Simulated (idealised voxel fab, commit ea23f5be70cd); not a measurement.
process module | voxel wiring stack
cross-section cut | 195 nm wide | cells 5 nm
A cross-section is a grid of square cells, given in bands from the top down. A band is one or more rows of cells.
Each band's line starts with the height of the band's top and of its bottom, in nm. Then come its materials from left to right, each with its width in nm. One material with "throughout" fills the band from edge to edge. "air" is empty space.
Height 0 is the level under which the wafer as received is all one material. The lowest band goes on downwards, as in "0 down".
A width such as "30 to 40" changes by the same amount from each row of cells to the next, from the band's top row to its bottom row.
"no change" after a step means that no cell of the cross-section changed.
closed voids: empty space of 8 cells or more with no open way to the top, each as width x height at its distance from the left edge, in nm
after a step's settings: what the simulator itself notes on the step
overlay nm, on a step with a mask: how far to the right of its planned place the mask lay; to the left if negative
plan
1 op RECEIVE | material Si
2 op CONFORMAL_DEP | material SiO2 | thk nm 10
3 op DIRECTIONAL_DEP | material TiN | thk nm 5
4 op DIRECTIONAL_DEP | material W | thk nm 20
5 op DIRECTIONAL_DEP | material aC | thk nm 10
6 op PATTERN | tone cover | mask id METAL_1 | material resist | width nm 25 | pitch nm 50 | thk nm 25 | overlay nm -15
7 op DIRECTIONAL_ETCH | etch materials aC | depth nm 10
8 op STRIP | etch materials resist
9 op DIRECTIONAL_ETCH | etch materials W | depth nm 20
10 op DIRECTIONAL_ETCH | etch materials TiN | depth nm 5
11 op STRIP | etch materials aC
12 op FILL_DEP | material lowk | thk nm 5
13 op CMP | height nm 35
14 op CONFORMAL_DEP | material SiCN | thk nm 5
15 op DIRECTIONAL_DEP | material lowk | thk nm 10
16 op MASKED_ETCH | tone open | mask id PLUG_1 | width nm 15 | etch materials lowk | depth nm 10 | overlay nm 0
17 op MASKED_ETCH | tone open | mask id PLUG_1 | width nm 15 | etch materials SiCN | depth nm 5 | overlay nm 0
18 op CONFORMAL_DEP | material TiN | thk nm 5
19 op FILL_DEP | material W | thk nm 5
20 op CMP | height nm 50
21 op DIRECTIONAL_DEP | material TiN | thk nm 5
22 op DIRECTIONAL_DEP | material W | thk nm 20
23 op PATTERN | tone cover | mask id METAL_2 | material resist | width nm 25 | pitch nm 50 | thk nm 15 | overlay nm 0
24 op DIRECTIONAL_ETCH | etch materials W | depth nm 20
25 op DIRECTIONAL_ETCH | etch materials TiN | depth nm 5
26 op STRIP | etch materials resist
27 op CONFORMAL_DEP | material SiCN | thk nm 5
28 op FILL_DEP | material lowk | thk nm 10
29 op CMP | height nm 75
30 op CONFORMAL_DEP | material SiN | thk nm 5
varied across the wafers: overlay nm of step 6. The plan shows the first wafer's value. All wafers start alike
first wafer as received, after step 1
  0 down: Si throughout
  closed voids: none
first wafer at the end, after step 30
  80 to 75: SiN throughout
  75 to 55: lowk 55 | SiCN 5 | W 25 | SiCN 5 | lowk 15 | SiCN 5 | W 25 | SiCN 5 | lowk 55
  55 to 50: SiCN 60 | TiN 25 | SiCN 25 | TiN 25 | SiCN 60
  50 to 40: lowk 60 | TiN 5 | W 5 | TiN 5 | lowk 120
  40 to 35: SiCN 60 | TiN 15 | SiCN 120
  35 to 15: lowk 45 | W 25 | lowk 25 | W 25 | lowk 75
  15 to 10: lowk 45 | TiN 25 | lowk 25 | TiN 25 | lowk 75
  10 to 0: SiO2 throughout
  0 down: Si throughout
  closed voids: none
last wafer at the end
  80 to 75: SiN throughout
  75 to 55: lowk 55 | SiCN 5 | W 25 | SiCN 5 | lowk 15 | SiCN 5 | W 25 | SiCN 5 | lowk 55
  55 to 50: SiCN 60 | TiN 25 | SiCN 25 | TiN 25 | SiCN 60
  50 to 40: lowk 60 | TiN 5 | W 5 | TiN 5 | lowk 120
  40 to 35: SiCN 60 | TiN 15 | SiCN 120
  35 to 15: lowk 75 | W 25 | lowk 25 | W 25 | lowk 45
  15 to 10: lowk 75 | TiN 25 | lowk 25 | TiN 25 | lowk 45
  10 to 0: SiO2 throughout
  0 down: Si throughout
  closed voids: none
each wafer at the end: cells of each material gained (+) or lost (-) since it was received, then its closed voids
overlay nm -15 | +81 SiCN | +39 SiN | +78 SiO2 | +27 TiN | +82 W | +317 lowk | closed voids: none
overlay nm -10 | +81 SiCN | +39 SiN | +78 SiO2 | +27 TiN | +82 W | +317 lowk | closed voids: none
overlay nm -5 | +81 SiCN | +39 SiN | +78 SiO2 | +27 TiN | +82 W | +317 lowk | closed voids: none
overlay nm 0 | +81 SiCN | +39 SiN | +78 SiO2 | +27 TiN | +82 W | +317 lowk | closed voids: none
overlay nm 5 | +81 SiCN | +39 SiN | +78 SiO2 | +27 TiN | +82 W | +317 lowk | closed voids: none
overlay nm 10 | +81 SiCN | +39 SiN | +78 SiO2 | +27 TiN | +82 W | +317 lowk | closed voids: none
overlay nm 15 | +81 SiCN | +39 SiN | +78 SiO2 | +27 TiN | +82 W | +317 lowk | closed voids: none
